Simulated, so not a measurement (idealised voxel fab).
voxel self aligned vias: a process module
In the cross-section labelled cut, the width is 285 nm and each square cell is 5 nm.
This document writes a cross-section as a grid whose cells are square, and gives it as bands, listed from the top down; one or more rows of cells form a band. Read a band's entry like this: the first values are the height of its top and the height of its bottom in nm, and what follows is the sequence of materials from left to right, each with its width in nm. Note that "air" is empty space, and that a single material marked "everywhere" reaches across the band from edge to edge. Height datum 0, below which the as-received substrate wafer is one material. Lowest band open at the bottom, running downward: "top 0, no bottom". Think of "30 to 40" as a width that walks from the first number to the second as you go down the band, top row to bottom row, taking equal-sized steps from row to row. Where a step carries "left unchanged", the cross-section came out of it unchanged, cell for cell. "Listed closed voids" specifies each empty space that is not open to the top and that occupies no fewer than 8 cells, using the form width x height at distance, the distance measured from the left edge and all three quantities in nm. after a step's settings: what the simulator itself notes on the step. A step's line can hold "overlay nm"; with a mask on that step, the setting says how far right of the planned place the mask lay, while a negative setting says it lay to the left.

[Steps in the process plan]
- 1: RECEIVE, material Si
- 2: CONFORMAL_DEP, material SiO2, thk nm 10
- 3: CONFORMAL_DEP, material SiCN, thk nm 5
- 4: DIRECTIONAL_DEP, material SiO2, thk nm 30
- 5: DIRECTIONAL_DEP, material aC, thk nm 10
- 6: PATTERN, tone open, mask id LINES, material resist, width nm 25, pitch nm 60, thk nm 25, overlay nm 0
- 7: DIRECTIONAL_ETCH, etch materials aC, depth nm 10
- 8: STRIP, etch materials resist
- 9: DIRECTIONAL_ETCH, etch materials SiO2, depth nm 30
- 10: STRIP, etch materials aC
- 11: CONFORMAL_DEP, material TiN, thk nm 5
- 12: FILL_DEP, material Ru, thk nm 10
- 13: CMP, height nm 45
- 14: SELECTIVE_ETCH, etch materials W Ru TiN, depth nm 10
- 15: FILL_DEP, material SiN, thk nm 10
- 16: CMP, height nm 45
- 17: DIRECTIONAL_DEP, material SiO2, thk nm 20
- 18: DIRECTIONAL_DEP, material aC, thk nm 10
- 19: PATTERN, tone open, mask id VIAS, material resist, width nm 45, pitch nm 60, thk nm 30, overlay nm 0
- 20: DIRECTIONAL_ETCH, etch materials aC, depth nm 10
- 21: STRIP, etch materials resist
- 22: DIRECTIONAL_ETCH, etch materials SiO2, depth nm 20
- 23: DIRECTIONAL_ETCH, etch materials SiN, depth nm 10
- 24: STRIP, etch materials aC
- 25: CONFORMAL_DEP, material TiN, thk nm 5
- 26: FILL_DEP, material Cu, thk nm 5
- 27: CMP, height nm 65
- 28: CONFORMAL_DEP, material SiN, thk nm 5

[First wafer out of two, processed as planned]

[Cross-section of the wafer as it came to us, i.e., already through step 1]
top 0, no bottom | Si everywhere
Listed closed voids: none

[Upon completion of step 2, the wafer appears in cross-section as shown]
top 10, bottom 0 | SiO2 everywhere
Everything below 0 is unchanged.

[Upon completion of step 3, the wafer appears in cross-section as shown]
top 15, bottom 10 | SiCN everywhere
Everything below 10 is unchanged.

[Upon completion of step 4, the wafer appears in cross-section as shown]
top 45, bottom 15 | SiO2 everywhere
Everything below 15 is unchanged.

[Upon completion of step 5, the wafer appears in cross-section as shown]
top 55, bottom 45 | aC everywhere
Everything below 45 is unchanged.

[Upon completion of step 6, the wafer appears in cross-section as shown]
top 80, bottom 55 | 70 resist, then 25 air, then 35 resist, then 25 air, then 35 resist, then 25 air, then 70 resist
Everything below 55 is unchanged.

[Upon completion of step 7, the wafer appears in cross-section as shown]
top 70, bottom 55 | 70 resist, then 25 air, then 35 resist, then 25 air, then 35 resist, then 25 air, then 70 resist
top 55, bottom 45 | 70 aC, then 25 air, then 35 aC, then 25 air, then 35 aC, then 25 air, then 70 aC
Everything below 45 is unchanged.

[Upon completion of step 8, the wafer appears in cross-section as shown]
top 55, bottom 45 | 70 aC, then 25 air, then 35 aC, then 25 air, then 35 aC, then 25 air, then 70 aC
Everything below 45 is unchanged.

[Upon completion of step 9, the wafer appears in cross-section as shown]
top 55, bottom 45 | 70 aC, then 25 air, then 35 aC, then 25 air, then 35 aC, then 25 air, then 70 aC
top 45, bottom 15 | 70 SiO2, then 25 air, then 35 SiO2, then 25 air, then 35 SiO2, then 25 air, then 70 SiO2
Everything below 15 is unchanged.

[Upon completion of step 10, the wafer appears in cross-section as shown]
top 45, bottom 15 | 70 SiO2, then 25 air, then 35 SiO2, then 25 air, then 35 SiO2, then 25 air, then 70 SiO2
Everything below 15 is unchanged.

[Upon completion of step 11, the wafer appears in cross-section as shown]
top 50, bottom 45 | 75 TiN, then 15 air, then 45 TiN, then 15 air, then 45 TiN, then 15 air, then 75 TiN
top 45, bottom 20 | 70 SiO2, then 5 TiN, then 15 air, then 5 TiN, then 35 SiO2, then 5 TiN, then 15 air, then 5 TiN, then 35 SiO2, then 5 TiN, then 15 air, then 5 TiN, then 70 SiO2
top 20, bottom 15 | 70 SiO2, then 25 TiN, then 35 SiO2, then 25 TiN, then 35 SiO2, then 25 TiN, then 70 SiO2
Everything below 15 is unchanged.

[Upon completion of step 12, the wafer appears in cross-section as shown]
top 60, bottom 50 | Ru everywhere
top 50, bottom 45 | 75 TiN, then 15 Ru, then 45 TiN, then 15 Ru, then 45 TiN, then 15 Ru, then 75 TiN
top 45, bottom 20 | 70 SiO2, then 5 TiN, then 15 Ru, then 5 TiN, then 35 SiO2, then 5 TiN, then 15 Ru, then 5 TiN, then 35 SiO2, then 5 TiN, then 15 Ru, then 5 TiN, then 70 SiO2
Everything below 20 is unchanged.

[Upon completion of step 13, the wafer appears in cross-section as shown]
top 45, bottom 20 | 70 SiO2, then 5 TiN, then 15 Ru, then 5 TiN, then 35 SiO2, then 5 TiN, then 15 Ru, then 5 TiN, then 35 SiO2, then 5 TiN, then 15 Ru, then 5 TiN, then 70 SiO2
Everything below 20 is unchanged.

[Upon completion of step 14, the wafer appears in cross-section as shown]
top 45, bottom 35 | 70 SiO2, then 25 air, then 35 SiO2, then 25 air, then 35 SiO2, then 25 air, then 70 SiO2
Everything below 35 is unchanged.

[Upon completion of step 15, the wafer appears in cross-section as shown]
top 55, bottom 45 | SiN everywhere
top 45, bottom 35 | 70 SiO2, then 25 SiN, then 35 SiO2, then 25 SiN, then 35 SiO2, then 25 SiN, then 70 SiO2
Everything below 35 is unchanged.

[Upon completion of step 16, the wafer appears in cross-section as shown]
top 45, bottom 35 | 70 SiO2, then 25 SiN, then 35 SiO2, then 25 SiN, then 35 SiO2, then 25 SiN, then 70 SiO2
Everything below 35 is unchanged.

[Upon completion of step 17, the wafer appears in cross-section as shown]
top 65, bottom 45 | SiO2 everywhere
Everything below 45 is unchanged.

[Upon completion of step 18, the wafer appears in cross-section as shown]
top 75, bottom 65 | aC everywhere
Everything below 65 is unchanged.

[Upon completion of step 19, the wafer appears in cross-section as shown]
top 105, bottom 75 | 60 resist, then 45 air, then 15 resist, then 45 air, then 15 resist, then 45 air, then 60 resist
Everything below 75 is unchanged.

[Upon completion of step 20, the wafer appears in cross-section as shown]
top 95, bottom 75 | 60 resist, then 45 air, then 15 resist, then 45 air, then 15 resist, then 45 air, then 60 resist
top 75, bottom 65 | 60 aC, then 45 air, then 15 aC, then 45 air, then 15 aC, then 45 air, then 60 aC
Everything below 65 is unchanged.

[Upon completion of step 21, the wafer appears in cross-section as shown]
top 75, bottom 65 | 60 aC, then 45 air, then 15 aC, then 45 air, then 15 aC, then 45 air, then 60 aC
Everything below 65 is unchanged.

[Upon completion of step 22, the wafer appears in cross-section as shown]
top 75, bottom 65 | 60 aC, then 45 air, then 15 aC, then 45 air, then 15 aC, then 45 air, then 60 aC
top 65, bottom 45 | 60 SiO2, then 45 air, then 15 SiO2, then 45 air, then 15 SiO2, then 45 air, then 60 SiO2
Everything below 45 is unchanged.

[Upon completion of step 23, the wafer appears in cross-section as shown]
top 75, bottom 65 | 60 aC, then 45 air, then 15 aC, then 45 air, then 15 aC, then 45 air, then 60 aC
top 65, bottom 45 | 60 SiO2, then 45 air, then 15 SiO2, then 45 air, then 15 SiO2, then 45 air, then 60 SiO2
top 45, bottom 35 | 70 SiO2, then 25 air, then 35 SiO2, then 25 air, then 35 SiO2, then 25 air, then 70 SiO2
Everything below 35 is unchanged.

[Upon completion of step 24, the wafer appears in cross-section as shown]
top 65, bottom 45 | 60 SiO2, then 45 air, then 15 SiO2, then 45 air, then 15 SiO2, then 45 air, then 60 SiO2
Everything below 45 is unchanged.

[Upon completion of step 25, the wafer appears in cross-section as shown]
top 70, bottom 65 | 65 TiN, then 35 air, then 25 TiN, then 35 air, then 25 TiN, then 35 air, then 65 TiN
top 65, bottom 50 | 60 SiO2, then 5 TiN, then 35 air, then 5 TiN, then 15 SiO2, then 5 TiN, then 35 air, then 5 TiN, then 15 SiO2, then 5 TiN, then 35 air, then 5 TiN, then 60 SiO2
top 50, bottom 40 | 60 to 70 SiO2, then 15 to 5 TiN, then 15 air, then 15 to 5 TiN, then 15 to 35 SiO2, then 15 to 5 TiN, then 15 air, then 15 to 5 TiN, then 15 to 35 SiO2, then 15 to 5 TiN, then 15 air, then 15 to 5 TiN, then 60 to 70 SiO2
top 40, bottom 35 | 70 SiO2, then 25 TiN, then 35 SiO2, then 25 TiN, then 35 SiO2, then 25 TiN, then 70 SiO2
Everything below 35 is unchanged.

[Upon completion of step 26, the wafer appears in cross-section as shown]
top 75, bottom 70 | Cu everywhere
top 70, bottom 65 | 65 TiN, then 35 Cu, then 25 TiN, then 35 Cu, then 25 TiN, then 35 Cu, then 65 TiN
top 65, bottom 50 | 60 SiO2, then 5 TiN, then 35 Cu, then 5 TiN, then 15 SiO2, then 5 TiN, then 35 Cu, then 5 TiN, then 15 SiO2, then 5 TiN, then 35 Cu, then 5 TiN, then 60 SiO2
top 50, bottom 40 | 60 to 70 SiO2, then 15 to 5 TiN, then 15 Cu, then 15 to 5 TiN, then 15 to 35 SiO2, then 15 to 5 TiN, then 15 Cu, then 15 to 5 TiN, then 15 to 35 SiO2, then 15 to 5 TiN, then 15 Cu, then 15 to 5 TiN, then 60 to 70 SiO2
Everything below 40 is unchanged.

[Upon completion of step 27, the wafer appears in cross-section as shown]
top 65, bottom 50 | 60 SiO2, then 5 TiN, then 35 Cu, then 5 TiN, then 15 SiO2, then 5 TiN, then 35 Cu, then 5 TiN, then 15 SiO2, then 5 TiN, then 35 Cu, then 5 TiN, then 60 SiO2
Everything below 50 is unchanged.

[Upon completion of step 28, the wafer appears in cross-section as shown]
top 70, bottom 65 | SiN everywhere
Everything below 65 is unchanged.

[The Second Wafer: Common Origin and Plan, One Mistake in Execution, Identical to the First Through Step 5]

[At the planned end of step 6, the second wafer in cross-section]
top 80, bottom 55 | 65 resist, then 25 air, then 35 resist, then 25 air, then 35 resist, then 25 air, then 75 resist
Everything below 55 is unchanged.

[At the planned end of step 7, the second wafer in cross-section]
top 70, bottom 55 | 65 resist, then 25 air, then 35 resist, then 25 air, then 35 resist, then 25 air, then 75 resist
top 55, bottom 45 | 65 aC, then 25 air, then 35 aC, then 25 air, then 35 aC, then 25 air, then 75 aC
Everything below 45 is unchanged.

[At the planned end of step 8, the second wafer in cross-section]
top 55, bottom 45 | 65 aC, then 25 air, then 35 aC, then 25 air, then 35 aC, then 25 air, then 75 aC
Everything below 45 is unchanged.

[At the planned end of step 9, the second wafer in cross-section]
top 55, bottom 45 | 65 aC, then 25 air, then 35 aC, then 25 air, then 35 aC, then 25 air, then 75 aC
top 45, bottom 15 | 65 SiO2, then 25 air, then 35 SiO2, then 25 air, then 35 SiO2, then 25 air, then 75 SiO2
Everything below 15 is unchanged.

[At the planned end of step 10, the second wafer in cross-section]
top 45, bottom 15 | 65 SiO2, then 25 air, then 35 SiO2, then 25 air, then 35 SiO2, then 25 air, then 75 SiO2
Everything below 15 is unchanged.

[At the planned end of step 11, the second wafer in cross-section]
top 50, bottom 45 | 70 TiN, then 15 air, then 45 TiN, then 15 air, then 45 TiN, then 15 air, then 80 TiN
top 45, bottom 20 | 65 SiO2, then 5 TiN, then 15 air, then 5 TiN, then 35 SiO2, then 5 TiN, then 15 air, then 5 TiN, then 35 SiO2, then 5 TiN, then 15 air, then 5 TiN, then 75 SiO2
top 20, bottom 15 | 65 SiO2, then 25 TiN, then 35 SiO2, then 25 TiN, then 35 SiO2, then 25 TiN, then 75 SiO2
Everything below 15 is unchanged.

[At the planned end of step 12, the second wafer in cross-section]
top 60, bottom 50 | Ru everywhere
top 50, bottom 45 | 70 TiN, then 15 Ru, then 45 TiN, then 15 Ru, then 45 TiN, then 15 Ru, then 80 TiN
top 45, bottom 20 | 65 SiO2, then 5 TiN, then 15 Ru, then 5 TiN, then 35 SiO2, then 5 TiN, then 15 Ru, then 5 TiN, then 35 SiO2, then 5 TiN, then 15 Ru, then 5 TiN, then 75 SiO2
Everything below 20 is unchanged.

[At the planned end of step 13, the second wafer in cross-section]
top 45, bottom 20 | 65 SiO2, then 5 TiN, then 15 Ru, then 5 TiN, then 35 SiO2, then 5 TiN, then 15 Ru, then 5 TiN, then 35 SiO2, then 5 TiN, then 15 Ru, then 5 TiN, then 75 SiO2
Everything below 20 is unchanged.

[At the planned end of step 14, the second wafer in cross-section]
top 45, bottom 35 | 65 SiO2, then 25 air, then 35 SiO2, then 25 air, then 35 SiO2, then 25 air, then 75 SiO2
Everything below 35 is unchanged.

[At the planned end of step 15, the second wafer in cross-section]
top 55, bottom 45 | SiN everywhere
top 45, bottom 35 | 65 SiO2, then 25 SiN, then 35 SiO2, then 25 SiN, then 35 SiO2, then 25 SiN, then 75 SiO2
Everything below 35 is unchanged.

[At the planned end of step 16, the second wafer in cross-section]
top 45, bottom 35 | 65 SiO2, then 25 SiN, then 35 SiO2, then 25 SiN, then 35 SiO2, then 25 SiN, then 75 SiO2
Everything below 35 is unchanged.

[At the planned end of step 17, the second wafer in cross-section]
top 65, bottom 45 | SiO2 everywhere
Everything below 45 is unchanged.

[At the planned end of step 18, the second wafer in cross-section]
top 75, bottom 65 | aC everywhere
Everything below 65 is unchanged.

[At the planned end of step 19, the second wafer in cross-section]
top 105, bottom 75 | 60 resist, then 45 air, then 15 resist, then 45 air, then 15 resist, then 45 air, then 60 resist
Everything below 75 is unchanged.

[At the planned end of step 20, the second wafer in cross-section]
top 95, bottom 75 | 60 resist, then 45 air, then 15 resist, then 45 air, then 15 resist, then 45 air, then 60 resist
top 75, bottom 65 | 60 aC, then 45 air, then 15 aC, then 45 air, then 15 aC, then 45 air, then 60 aC
Everything below 65 is unchanged.

[At the planned end of step 21, the second wafer in cross-section]
top 75, bottom 65 | 60 aC, then 45 air, then 15 aC, then 45 air, then 15 aC, then 45 air, then 60 aC
Everything below 65 is unchanged.

[At the planned end of step 22, the second wafer in cross-section]
top 75, bottom 65 | 60 aC, then 45 air, then 15 aC, then 45 air, then 15 aC, then 45 air, then 60 aC
top 65, bottom 45 | 60 SiO2, then 45 air, then 15 SiO2, then 45 air, then 15 SiO2, then 45 air, then 60 SiO2
Everything below 45 is unchanged.

[At the planned end of step 23, the second wafer in cross-section]
top 75, bottom 65 | 60 aC, then 45 air, then 15 aC, then 45 air, then 15 aC, then 45 air, then 60 aC
top 65, bottom 45 | 60 SiO2, then 45 air, then 15 SiO2, then 45 air, then 15 SiO2, then 45 air, then 60 SiO2
top 45, bottom 35 | 65 SiO2, then 25 air, then 35 SiO2, then 25 air, then 35 SiO2, then 25 air, then 75 SiO2
Everything below 35 is unchanged.

[At the planned end of step 24, the second wafer in cross-section]
top 65, bottom 45 | 60 SiO2, then 45 air, then 15 SiO2, then 45 air, then 15 SiO2, then 45 air, then 60 SiO2
Everything below 45 is unchanged.

[At the planned end of step 25, the second wafer in cross-section]
top 70, bottom 65 | 65 TiN, then 35 air, then 25 TiN, then 35 air, then 25 TiN, then 35 air, then 65 TiN
top 65, bottom 50 | 60 SiO2, then 5 TiN, then 35 air, then 5 TiN, then 15 SiO2, then 5 TiN, then 35 air, then 5 TiN, then 15 SiO2, then 5 TiN, then 35 air, then 5 TiN, then 60 SiO2
top 50, bottom 40 | 60 to 65 SiO2, then 10 to 5 TiN, then 15 air, then 20 to 5 TiN, then 15 to 35 SiO2, then 10 to 5 TiN, then 15 air, then 20 to 5 TiN, then 15 to 35 SiO2, then 10 to 5 TiN, then 15 air, then 20 to 5 TiN, then 60 to 75 SiO2
top 40, bottom 35 | 65 SiO2, then 25 TiN, then 35 SiO2, then 25 TiN, then 35 SiO2, then 25 TiN, then 75 SiO2
Everything below 35 is unchanged.

[At the planned end of step 26, the second wafer in cross-section]
top 75, bottom 70 | Cu everywhere
top 70, bottom 65 | 65 TiN, then 35 Cu, then 25 TiN, then 35 Cu, then 25 TiN, then 35 Cu, then 65 TiN
top 65, bottom 50 | 60 SiO2, then 5 TiN, then 35 Cu, then 5 TiN, then 15 SiO2, then 5 TiN, then 35 Cu, then 5 TiN, then 15 SiO2, then 5 TiN, then 35 Cu, then 5 TiN, then 60 SiO2
top 50, bottom 40 | 60 to 65 SiO2, then 10 to 5 TiN, then 15 Cu, then 20 to 5 TiN, then 15 to 35 SiO2, then 10 to 5 TiN, then 15 Cu, then 20 to 5 TiN, then 15 to 35 SiO2, then 10 to 5 TiN, then 15 Cu, then 20 to 5 TiN, then 60 to 75 SiO2
Everything below 40 is unchanged.

[At the planned end of step 27, the second wafer in cross-section]
top 65, bottom 50 | 60 SiO2, then 5 TiN, then 35 Cu, then 5 TiN, then 15 SiO2, then 5 TiN, then 35 Cu, then 5 TiN, then 15 SiO2, then 5 TiN, then 35 Cu, then 5 TiN, then 60 SiO2
Everything below 50 is unchanged.

[At the planned end of step 28, the second wafer in cross-section]
top 70, bottom 65 | SiN everywhere
Everything below 65 is unchanged.
What went wrong in running the wafer? step 6 changed vs plan, executed as PATTERN, tone open, mask id LINES, material resist, width nm 25, pitch nm 60, thk nm 25, overlay nm -5
Both wafers, final: cells per material equal; arrangement not.
